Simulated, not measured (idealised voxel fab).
Process module in this document: voxel self aligned vias
For reference, the cross-section in this document is cut, with width 250 nm and square cells of 5 nm.
A cross-section is written here as square cells arranged in a grid, and it is given in bands from the top down, each band taking up one or more rows of cells.
Band entry format. Leading values: height of top, height of bottom, nm. Remainder: materials in left-to-right order, each with its width in nm. Special words: "throughout" on a single material, which then fills the band edge to edge; "empty", empty space.
Height datum 0, below which the as-received substrate wafer is one material. Lowest band open at the bottom, running downward: "from 0 down".
Read "30->40" as a graded width: first number on top, second number at the bottom, same change between each pair of neighbouring rows.
Where a step carries "nothing was modified", the cross-section came out of it unchanged, cell for cell.
"Closed void listing": sealed empty spaces, 8 cells or more, no open way to top, listed width x height at distance, with distance from the left edge and width, height and distance in nm.
On a step's line, text after the settings is the simulator commenting on that step.
If you see "overlay nm" on a step's line and that step has a mask, it's telling you how far right of where it was planned the mask ended up; a negative number means it went left instead.
-- So here's the lineup of process steps we planned
1. RECEIVE: material Si
2. CONFORMAL_DEP: material SiO2, thk nm 10
3. CONFORMAL_DEP: material SiCN, thk nm 5
4. DIRECTIONAL_DEP: material SiO2, thk nm 20
5. PATTERN: tone open, mask id LINES, material resist, width nm 30, pitch nm 55, thk nm 15, overlay nm 0
6. DIRECTIONAL_ETCH: etch materials SiO2, depth nm 20
7. STRIP: etch materials resist
8. CONFORMAL_DEP: material TiN, thk nm 5
9. FILL_DEP: material Ru, thk nm 5
10. CMP: height nm 35
11. SELECTIVE_ETCH: etch materials W Ru TiN, depth nm 5
12. FILL_DEP: material SiN, thk nm 10
13. CMP: height nm 35
14. DIRECTIONAL_DEP: material SiO2, thk nm 20
15. MASKED_ETCH: tone open, mask id VIAS, width nm 40, pitch nm 55, etch materials SiO2, depth nm 20, overlay nm 0
16. MASKED_ETCH: tone open, mask id VIAS, width nm 40, pitch nm 55, etch materials SiN, depth nm 5, overlay nm 0
17. CONFORMAL_DEP: material TiN, thk nm 5
18. FILL_DEP: material Ru, thk nm 10
19. CMP: height nm 55
20. CONFORMAL_DEP: material SiCN, thk nm 5
-- Shown in cross-section is the wafer as received, that is, as it stands after step 1
> from 0 down | Si throughout
> Closed void listing: none
-- Cross-section: first of two wafers, module finished, run according to plan
> from 60 to 55 | SiCN throughout
> from 55 to 40 | SiO2 50, then TiN 5, then Ru 30, then TiN 5, then SiO2 15, then TiN 5, then Ru 30, then TiN 5, then SiO2 15, then TiN 5, then Ru 30, then TiN 5, then SiO2 50
> from 40 to 35 | SiO2 50, then TiN 10, then Ru 20, then TiN 10, then SiO2 15, then TiN 10, then Ru 20, then TiN 10, then SiO2 15, then TiN 10, then Ru 20, then TiN 10, then SiO2 50
> from 35 to 30 | SiO2 55, then TiN 30, then SiO2 25, then TiN 30, then SiO2 25, then TiN 30, then SiO2 55
> from 30 to 20 | SiO2 55, then TiN 5, then Ru 20, then TiN 5, then SiO2 25, then TiN 5, then Ru 20, then TiN 5, then SiO2 25, then TiN 5, then Ru 20, then TiN 5, then SiO2 55
> from 20 to 15 | SiO2 55, then TiN 30, then SiO2 25, then TiN 30, then SiO2 25, then TiN 30, then SiO2 55
> from 15 to 10 | SiCN throughout
> from 10 to 0 | SiO2 throughout
> from 0 down | Si throughout
> Closed void listing: none
-- This is the second of the two wafers, cross-sectioned at the end of the module; it started exactly like the first and was given the same plan, but it was run with one mistake
> from 60 to 55 | SiCN throughout
> from 55 to 35 | SiO2 50, then TiN 5, then Ru 30, then TiN 5, then SiO2 15, then TiN 5, then Ru 30, then TiN 5, then SiO2 15, then TiN 5, then Ru 30, then TiN 5, then SiO2 50
> from 35 to 30 | SiN 50, then TiN 40, then SiN 15, then TiN 40, then SiN 15, then TiN 40, then SiN 50
> from 30 to 15 | SiN throughout
> from 15 to 10 | SiCN throughout
> from 10 to 0 | SiO2 throughout
> from 0 down | Si throughout
> Closed void listing: none
So what did we get wrong on this run? planned and actual differ for step 4; actual: DIRECTIONAL_DEP: material SiN, thk nm 20
End check, counted in cells, second wafer has more or fewer of these materials than the first: Ru -18, SiN +176, SiO2 -128, TiN -30
